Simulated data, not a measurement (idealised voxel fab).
process module | voxel trench capacitor
cross-section cut | 240 nm wide | cells 5 nm
A cross-section is a grid of square cells, given in bands from the top down. A band is one or more rows of cells.
Each band's line starts with the height of the band's top and of its bottom, in nm. Then come its materials from left to right, each with its width in nm. One material with "throughout" fills the band from edge to edge. "air" is empty space.
Height 0 is the level under which the wafer as received is all one material. The lowest band goes on downwards, as in "0 down".
A width such as "30 to 40" changes by the same amount from each row of cells to the next, from the band's top row to its bottom row.
"no change" after a step means that no cell of the cross-section changed.
closed voids: empty space of 8 cells or more with no open way to the top, each as width x height at its distance from the left edge, in nm
after a step's settings: what the simulator itself notes on the step
overlay nm, on a step with a mask: how far to the right of its planned place the mask lay; to the left if negative
plan
1 op RECEIVE | material Si
2 op CONFORMAL_DEP | material SiN | thk nm 10
3 op MASKED_ETCH | tone open | mask id TRENCH | width nm 25 | pitch nm 40 | etch materials SiN | depth nm 10 | overlay nm 0
4 op MASKED_ETCH | tone open | mask id TRENCH | width nm 25 | pitch nm 40 | etch materials Si | depth nm 40 | overlay nm 0
5 op CONFORMAL_DEP | material Al2O3 | thk nm 5
6 op FILL_DEP | material polySi | thk nm 10
7 op CMP | height nm 10
as received, after step 1
  0 down: Si throughout
  closed voids: none
a wafer at the end: this start, this plan, one mistake
  10 to 0: SiN 45 | Al2O3 5 | polySi 15 | Al2O3 5 | SiN 15 | Al2O3 5 | polySi 15 | Al2O3 5 | SiN 15 | Al2O3 5 | polySi 15 | Al2O3 5 | SiN 15 | Al2O3 5 | polySi 15 | Al2O3 5 | SiN 50
  0 to -45: Si 45 | Al2O3 5 | polySi 15 | Al2O3 5 | Si 15 | Al2O3 5 | polySi 15 | Al2O3 5 | Si 15 | Al2O3 5 | polySi 15 | Al2O3 5 | Si 15 | Al2O3 5 | polySi 15 | Al2O3 5 | Si 50
  -45 to -50: Si 45 | Al2O3 25 | Si 15 | Al2O3 25 | Si 15 | Al2O3 25 | Si 15 | Al2O3 25 | Si 50
  -50 down: Si throughout
  closed voids: none
what went wrong: step 4 ran as: op MASKED_ETCH | tone open | mask id TRENCH | width nm 25 | pitch nm 40 | etch materials Si | depth nm 50 | overlay nm 0
